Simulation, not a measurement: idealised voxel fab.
Proc. module: voxel ribs on slabs
In the cross-section labelled cut, the width is 290 nm and each square cell is 5 nm.
In what follows, cross-sections appear as grids of square cells, described through bands that run from the top down, where every band is one or more rows of cells. Heights first: top, then bottom, in nm. Then materials, left to right, each with a width in nm. "full width" on a single material: fills the band edge to edge. "empty": empty space. The level at which height equals 0 is the one under which the wafer, as it arrives, is entirely one material. No lower edge exists for the bottom band, which continues downward and is notated as in "0..down". Width spec "30 to 40" -> top row of cells at first value, bottom row at second value, equal per-row change in between. The cross-section has no changed cell in any step marked "nothing different". "Closed void entries" enumerates empty spaces isolated from the top, with no open way to it, that contain at least 8 cells, giving each as width x height at distance from the left edge, all three in nm. What comes after the settings on a step's line is commentary from the simulator itself on that step. Each step line may optionally specify "overlay nm", which for a step with a mask gives the rightward distance between the mask's planned place and where it lay, a negative value indicating the leftward direction.
Listed below are the process steps as planned
1) RECEIVE,material Si
2) DIRECTIONAL_DEP,material SiO2,thk nm 25
3) DIRECTIONAL_DEP,material polySi,thk nm 25
4) PATTERN,tone cover,mask id RIB,material resist,width nm 30,thk nm 20,overlay nm 0
5) DIRECTIONAL_ETCH,etch materials polySi,depth nm 10
6) STRIP,etch materials resist
7) MASKED_ETCH,tone cover,mask id SLAB,width nm 90,etch materials polySi,depth nm 15,overlay nm 0
8) FILL_DEP,material SiO2,thk nm 25
9) CMP,height nm 70
10) DIRECTIONAL_DEP,material TiN,thk nm 5
11) MASKED_ETCH,tone cover,mask id HEATER,width nm 40,etch materials TiN,depth nm 5,overlay nm 0
12) CONFORMAL_DEP,material SiO2,thk nm 5
Cross-section of the wafer upon arrival, representing the state reached after step 1
- 0..down | Si full width
- Closed void entries: none
Wafer cross-section at module end: first of two, run to plan
- 80..75 | 120 of empty, then 50 of SiO2, then 120 of empty
- 75..70 | 125 of SiO2, then 40 of TiN, then 125 of SiO2
- 70..50 | SiO2 full width
- 50..40 | 130 of SiO2, then 30 of polySi, then 130 of SiO2
- 40..25 | 100 of SiO2, then 90 of polySi, then 100 of SiO2
- 25..0 | SiO2 full width
- 0..down | Si full width
- Closed void entries: none
Wafer two, end of module, cross-section. Same start, same plan as wafer one. One mistake in the run
- 80..75 | 125 of empty, then 45 of SiO2, then 120 of empty
- 75..70 | 130 of SiO2, then 35 of TiN, then 125 of SiO2
- 70..50 | SiO2 full width
- 50..40 | 130 of SiO2, then 30 of polySi, then 130 of SiO2
- 40..25 | 100 of SiO2, then 90 of polySi, then 100 of SiO2
- 25..0 | SiO2 full width
- 0..down | Si full width
- Closed void entries: none
Plan not followed: step 11 was run on a setting that differed from the plan, and what really ran there is MASKED_ETCH,tone cover,mask id HEATER,width nm 35,etch materials TiN,depth nm 5,overlay nm 0
Final difference in cells, second wafer against first, listed per material as more or fewer: -1 TiN
